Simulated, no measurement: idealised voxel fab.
The process module that follows is named voxel self aligned contacts.
Section shown: cut. Width: 215 nm. Cell size: 5 nm, square.
Cross-section format: a grid of square cells, given as bands from top to bottom; each band is one or more rows of cells.
Heights first: top, then bottom, in nm. Then materials, left to right, each with a width in nm. "all across" on a single material: fills the band edge to edge. "empty": empty space.
Heights are measured from 0, the level below which the as-received wafer is all one material; the lowest band has no bottom and continues downward, written as in "z 0 and below".
The notation "30 to 40" denotes a width that varies across the rows of cells in the band, beginning at the first number in the top row, finishing at the second number in the bottom row, and changing by an identical amount from each row to the next.
"no modification", as given for a step, is the statement that not any cell of the cross-section underwent a change during that step.
Closed-off voids of 8+ cells (no open route to the top) go in "Enclosed internal cavities", written width x height at distance from the left edge, in nm.
Past the settings on a step's line: simulator remark, on that step.
overlay nm: for a step with a mask, the amount by which the mask lay right of where it was planned; a negative amount means left of it.

Set out below are the planned steps of the process:
- 1: op RECEIVE | material Si
- 2: op OXIDIZE | depth nm 5
- 3: op DIRECTIONAL_DEP | material polySi | thk nm 25
- 4: op DIRECTIONAL_DEP | material SiN | thk nm 20
- 5: op DIRECTIONAL_DEP | material aC | thk nm 10
- 6: op PATTERN | tone cover | mask id GATE | material resist | width nm 25 | pitch nm 50 | thk nm 30 | overlay nm 0
- 7: op DIRECTIONAL_ETCH | etch materials aC | depth nm 10
- 8: op STRIP | etch materials resist
- 9: op DIRECTIONAL_ETCH | etch materials SiN | depth nm 20
- 10: op DIRECTIONAL_ETCH | etch materials polySi | depth nm 25
- 11: op STRIP | etch materials aC
- 12: op CONFORMAL_DEP | material SiN | thk nm 5
- 13: op DIRECTIONAL_ETCH | etch materials SiN | depth nm 5
- 14: op FILL_DEP | material SiO2 | thk nm 10
- 15: op CMP | height nm 50
- 16: op MASKED_ETCH | tone open | mask id CONTACT | width nm 35 | etch materials SiO2 | depth nm 55 | overlay nm 0
- 17: op CONFORMAL_DEP | material TiN | thk nm 5
- 18: op FILL_DEP | material Ru | thk nm 5
- 19: op CMP | height nm 50
- 20: op CONFORMAL_DEP | material SiN | thk nm 5

What follows covers the first of two wafers; it ran as planned:

As-received state of the wafer in cross-section, equivalent to post-step 1:
  z 0 and below | Si all across
  Enclosed internal cavities: none

Upon completion of step 2, the wafer appears in cross-section as shown:
  z 0 to -5 | SiO2 all across
  Note: structure below -5 unchanged.

Upon completion of step 3, the wafer appears in cross-section as shown:
  z 25 to 0 | polySi all across
  Note: structure below 0 unchanged.

Upon completion of step 4, the wafer appears in cross-section as shown:
  z 45 to 25 | SiN all across
  Note: structure below 25 unchanged.

Upon completion of step 5, the wafer appears in cross-section as shown:
  z 55 to 45 | aC all across
  Note: structure below 45 unchanged.

Upon completion of step 6, the wafer appears in cross-section as shown:
  z 85 to 55 | empty 70 nm  resist 25 nm  empty 25 nm  resist 25 nm  empty 70 nm
  Note: structure below 55 unchanged.

Upon completion of step 7, the wafer appears in cross-section as shown:
  z 75 to 55 | empty 70 nm  resist 25 nm  empty 25 nm  resist 25 nm  empty 70 nm
  z 55 to 45 | empty 70 nm  aC 25 nm  empty 25 nm  aC 25 nm  empty 70 nm
  Note: structure below 45 unchanged.

Upon completion of step 8, the wafer appears in cross-section as shown:
  z 55 to 45 | empty 70 nm  aC 25 nm  empty 25 nm  aC 25 nm  empty 70 nm
  Note: structure below 45 unchanged.

Upon completion of step 9, the wafer appears in cross-section as shown:
  z 55 to 45 | empty 70 nm  aC 25 nm  empty 25 nm  aC 25 nm  empty 70 nm
  z 45 to 25 | empty 70 nm  SiN 25 nm  empty 25 nm  SiN 25 nm  empty 70 nm
  Note: structure below 25 unchanged.

Upon completion of step 10, the wafer appears in cross-section as shown:
  z 55 to 45 | empty 70 nm  aC 25 nm  empty 25 nm  aC 25 nm  empty 70 nm
  z 45 to 25 | empty 70 nm  SiN 25 nm  empty 25 nm  SiN 25 nm  empty 70 nm
  z 25 to 0 | empty 70 nm  polySi 25 nm  empty 25 nm  polySi 25 nm  empty 70 nm
  Note: structure below 0 unchanged.

Upon completion of step 11, the wafer appears in cross-section as shown:
  z 45 to 25 | empty 70 nm  SiN 25 nm  empty 25 nm  SiN 25 nm  empty 70 nm
  Note: structure below 25 unchanged.

Upon completion of step 12, the wafer appears in cross-section as shown:
  z 50 to 25 | empty 65 nm  SiN 35 nm  empty 15 nm  SiN 35 nm  empty 65 nm
  z 25 to 5 | empty 65 nm  SiN 5 nm  polySi 25 nm  SiN 5 nm  empty 15 nm  SiN 5 nm  polySi 25 nm  SiN 5 nm  empty 65 nm
  z 5 to 0 | SiN 70 nm  polySi 25 nm  SiN 25 nm  polySi 25 nm  SiN 70 nm
  Note: structure below 0 unchanged.

Upon completion of step 13, the wafer appears in cross-section as shown:
  z 45 to 25 | empty 65 nm  SiN 35 nm  empty 15 nm  SiN 35 nm  empty 65 nm
  z 25 to 0 | empty 65 nm  SiN 5 nm  polySi 25 nm  SiN 5 nm  empty 15 nm  SiN 5 nm  polySi 25 nm  SiN 5 nm  empty 65 nm
  Note: structure below 0 unchanged.

Upon completion of step 14, the wafer appears in cross-section as shown:
  z 55 to 45 | SiO2 all across
  z 45 to 25 | SiO2 65 nm  SiN 35 nm  SiO2 15 nm  SiN 35 nm  SiO2 65 nm
  z 25 to 0 | SiO2 65 nm  SiN 5 nm  polySi 25 nm  SiN 5 nm  SiO2 15 nm  SiN 5 nm  polySi 25 nm  SiN 5 nm  SiO2 65 nm
  Note: structure below 0 unchanged.

Upon completion of step 15, the wafer appears in cross-section as shown:
  z 50 to 45 | SiO2 all across
  Note: structure below 45 unchanged.

Upon completion of step 16, the wafer appears in cross-section as shown:
  z 50 to 45 | SiO2 90 nm  empty 35 nm  SiO2 90 nm
  z 45 to 25 | SiO2 65 nm  SiN 35 nm  empty 15 nm  SiN 35 nm  SiO2 65 nm
  z 25 to 0 | SiO2 65 nm  SiN 5 nm  polySi 25 nm  SiN 5 nm  empty 15 nm  SiN 5 nm  polySi 25 nm  SiN 5 nm  SiO2 65 nm
  z 0 to -5 | SiO2 100 nm  empty 15 nm  SiO2 100 nm
  Note: structure below -5 unchanged.

Upon completion of step 17, the wafer appears in cross-section as shown:
  z 55 to 50 | TiN 95 nm  empty 25 nm  TiN 95 nm
  z 50 to 45 | SiO2 90 nm  TiN 15 nm  empty 5 nm  TiN 15 nm  SiO2 90 nm
  z 45 to 25 | SiO2 65 nm  SiN 35 nm  TiN 5 nm  empty 5 nm  TiN 5 nm  SiN 35 nm  SiO2 65 nm
  z 25 to 0 | SiO2 65 nm  SiN 5 nm  polySi 25 nm  SiN 5 nm  TiN 5 nm  empty 5 nm  TiN 5 nm  SiN 5 nm  polySi 25 nm  SiN 5 nm  SiO2 65 nm
  z 0 to -5 | SiO2 100 nm  TiN 15 nm  SiO2 100 nm
  Note: structure below -5 unchanged.

Upon completion of step 18, the wafer appears in cross-section as shown:
  z 60 to 55 | Ru all across
  z 55 to 50 | TiN 95 nm  Ru 25 nm  TiN 95 nm
  z 50 to 45 | SiO2 90 nm  TiN 15 nm  Ru 5 nm  TiN 15 nm  SiO2 90 nm
  z 45 to 25 | SiO2 65 nm  SiN 35 nm  TiN 5 nm  Ru 5 nm  TiN 5 nm  SiN 35 nm  SiO2 65 nm
  z 25 to 0 | SiO2 65 nm  SiN 5 nm  polySi 25 nm  SiN 5 nm  TiN 5 nm  Ru 5 nm  TiN 5 nm  SiN 5 nm  polySi 25 nm  SiN 5 nm  SiO2 65 nm
  Note: structure below 0 unchanged.

Upon completion of step 19, the wafer appears in cross-section as shown:
  z 50 to 45 | SiO2 90 nm  TiN 15 nm  Ru 5 nm  TiN 15 nm  SiO2 90 nm
  Note: structure below 45 unchanged.

Upon completion of step 20, the wafer appears in cross-section as shown:
  z 55 to 50 | SiN all across
  Note: structure below 50 unchanged.

The second wafer was prepared from the same starting point and under the same plan as the first; its processing contained one mistake, and it remains indistinguishable from the first wafer up to and including step 11:

Second wafer shown in cross-section at the time step 12 was slated to end:
  z 40 to 25 | empty 70 nm  SiN 25 nm  empty 25 nm  SiN 25 nm  empty 70 nm
  Note: structure below 25 unchanged.

Second wafer shown in cross-section at the time step 13 was slated to end:
  z 45 to 25 | empty 65 nm  SiN 35 nm  empty 15 nm  SiN 35 nm  empty 65 nm
  z 25 to 5 | empty 65 nm  SiN 5 nm  polySi 25 nm  SiN 5 nm  empty 15 nm  SiN 5 nm  polySi 25 nm  SiN 5 nm  empty 65 nm
  z 5 to 0 | SiN 70 nm  polySi 25 nm  SiN 25 nm  polySi 25 nm  SiN 70 nm
  Note: structure below 0 unchanged.

Second wafer shown in cross-section at the time step 14 was slated to end:
  z 55 to 45 | SiO2 all across
  z 45 to 25 | SiO2 65 nm  SiN 35 nm  SiO2 15 nm  SiN 35 nm  SiO2 65 nm
  z 25 to 5 | SiO2 65 nm  SiN 5 nm  polySi 25 nm  SiN 5 nm  SiO2 15 nm  SiN 5 nm  polySi 25 nm  SiN 5 nm  SiO2 65 nm
  Note: structure below 5 unchanged.

Second wafer shown in cross-section at the time step 15 was slated to end:
  z 50 to 45 | SiO2 all across
  Note: structure below 45 unchanged.

Second wafer shown in cross-section at the time step 16 was slated to end:
  z 50 to 45 | SiO2 90 nm  empty 35 nm  SiO2 90 nm
  z 45 to 25 | SiO2 65 nm  SiN 35 nm  empty 15 nm  SiN 35 nm  SiO2 65 nm
  z 25 to 5 | SiO2 65 nm  SiN 5 nm  polySi 25 nm  SiN 5 nm  empty 15 nm  SiN 5 nm  polySi 25 nm  SiN 5 nm  SiO2 65 nm
  Note: structure below 5 unchanged.

Second wafer shown in cross-section at the time step 17 was slated to end:
  z 55 to 50 | TiN 95 nm  empty 25 nm  TiN 95 nm
  z 50 to 45 | SiO2 90 nm  TiN 15 nm  empty 5 nm  TiN 15 nm  SiO2 90 nm
  z 45 to 25 | SiO2 65 nm  SiN 35 nm  TiN 5 nm  empty 5 nm  TiN 5 nm  SiN 35 nm  SiO2 65 nm
  z 25 to 10 | SiO2 65 nm  SiN 5 nm  polySi 25 nm  SiN 5 nm  TiN 5 nm  empty 5 nm  TiN 5 nm  SiN 5 nm  polySi 25 nm  SiN 5 nm  SiO2 65 nm
  z 10 to 5 | SiO2 65 nm  SiN 5 nm  polySi 25 nm  SiN 5 nm  TiN 15 nm  SiN 5 nm  polySi 25 nm  SiN 5 nm  SiO2 65 nm
  Note: structure below 5 unchanged.

Second wafer shown in cross-section at the time step 18 was slated to end:
  z 60 to 55 | Ru all across
  z 55 to 50 | TiN 95 nm  Ru 25 nm  TiN 95 nm
  z 50 to 45 | SiO2 90 nm  TiN 15 nm  Ru 5 nm  TiN 15 nm  SiO2 90 nm
  z 45 to 25 | SiO2 65 nm  SiN 35 nm  TiN 5 nm  Ru 5 nm  TiN 5 nm  SiN 35 nm  SiO2 65 nm
  z 25 to 10 | SiO2 65 nm  SiN 5 nm  polySi 25 nm  SiN 5 nm  TiN 5 nm  Ru 5 nm  TiN 5 nm  SiN 5 nm  polySi 25 nm  SiN 5 nm  SiO2 65 nm
  Note: structure below 10 unchanged.

Second wafer shown in cross-section at the time step 19 was slated to end:
  z 50 to 45 | SiO2 90 nm  TiN 15 nm  Ru 5 nm  TiN 15 nm  SiO2 90 nm
  Note: structure below 45 unchanged.

Second wafer shown in cross-section at the time step 20 was slated to end:
  z 55 to 50 | SiN all across
  Note: structure below 50 unchanged.
Processing error: steps 12 and 13 were swapped
Final wafer comparison in cells, second versus first, more or fewer per material: Ru: 2 fewer, SiN: 29 more, SiO2: 23 fewer, TiN: 4 fewer
